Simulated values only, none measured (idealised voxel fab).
process module | voxel ribs on slabs
cross-section cut | 275 nm wide | cells 5 nm
A cross-section is a grid of square cells, given in bands from the top down. A band is one or more rows of cells.
Each band's line starts with the height of the band's top and of its bottom, in nm. Then come its materials from left to right, each with its width in nm. One material with "throughout" fills the band from edge to edge. "air" is empty space.
Height 0 is the level under which the wafer as received is all one material. The lowest band goes on downwards, as in "0 down".
A width such as "30 to 40" changes by the same amount from each row of cells to the next, from the band's top row to its bottom row.
"no change" after a step means that no cell of the cross-section changed.
closed voids: empty space of 8 cells or more with no open way to the top, each as width x height at its distance from the left edge, in nm
after a step's settings: what the simulator itself notes on the step
overlay nm, on a step with a mask: how far to the right of its planned place the mask lay; to the left if negative
plan
1 op RECEIVE | material Si
2 op DIRECTIONAL_DEP | material SiO2 | thk nm 30
3 op DIRECTIONAL_DEP | material polySi | thk nm 25
4 op MASKED_ETCH | tone cover | mask id RIB | width nm 20 | etch materials polySi | depth nm 5 | overlay nm 0
5 op MASKED_ETCH | tone cover | mask id SLAB | width nm 80 | etch materials polySi | depth nm 20 | overlay nm 0
6 op FILL_DEP | material SiO2 | thk nm 20
7 op CMP | height nm 70
8 op DIRECTIONAL_DEP | material TiN | thk nm 10
9 op MASKED_ETCH | tone cover | mask id HEATER | width nm 30 | etch materials TiN | depth nm 10 | overlay nm 0
10 op CONFORMAL_DEP | material SiN | thk nm 10
first wafer, as planned
as received, after step 1
  0 down: Si throughout
  closed voids: none
after step 2
  30 to 0: SiO2 throughout
  below 0: unchanged
after step 3
  55 to 30: polySi throughout
  below 30: unchanged
after step 4
  55 to 50: air 125 | polySi 20 | air 130
  below 50: unchanged
after step 5
  55 to 50: air 125 | polySi 20 | air 130
  50 to 30: air 95 | polySi 80 | air 100
  below 30: unchanged
after step 6
  75 to 55: SiO2 throughout
  55 to 50: SiO2 125 | polySi 20 | SiO2 130
  50 to 30: SiO2 95 | polySi 80 | SiO2 100
  below 30: unchanged
after step 7
  70 to 55: SiO2 throughout
  below 55: unchanged
after step 8
  80 to 70: TiN throughout
  below 70: unchanged
after step 9
  80 to 70: air 120 | TiN 30 | air 125
  below 70: unchanged
after step 10
  90 to 80: air 110 | SiN 50 | air 115
  80 to 70: SiN 120 | TiN 30 | SiN 125
  below 70: unchanged
second wafer: like start, like plan, one mistake. Through step 5 it matches the first wafer
when step 6 should have ended
  75 to 55: SiN throughout
  55 to 50: SiN 125 | polySi 20 | SiN 130
  50 to 30: SiN 95 | polySi 80 | SiN 100
  below 30: unchanged
when step 7 should have ended
  70 to 55: SiN throughout
  below 55: unchanged
when step 8 should have ended
  80 to 70: TiN throughout
  below 70: unchanged
when step 9 should have ended
  80 to 70: air 120 | TiN 30 | air 125
  below 70: unchanged
when step 10 should have ended
  90 to 80: air 110 | SiN 50 | air 115
  80 to 70: SiN 120 | TiN 30 | SiN 125
  below 70: unchanged
what went wrong: step 6 ran as: op FILL_DEP | material SiN | thk nm 20
at the end the second wafer has, in cells: 372 more of SiN | 372 fewer of SiO2
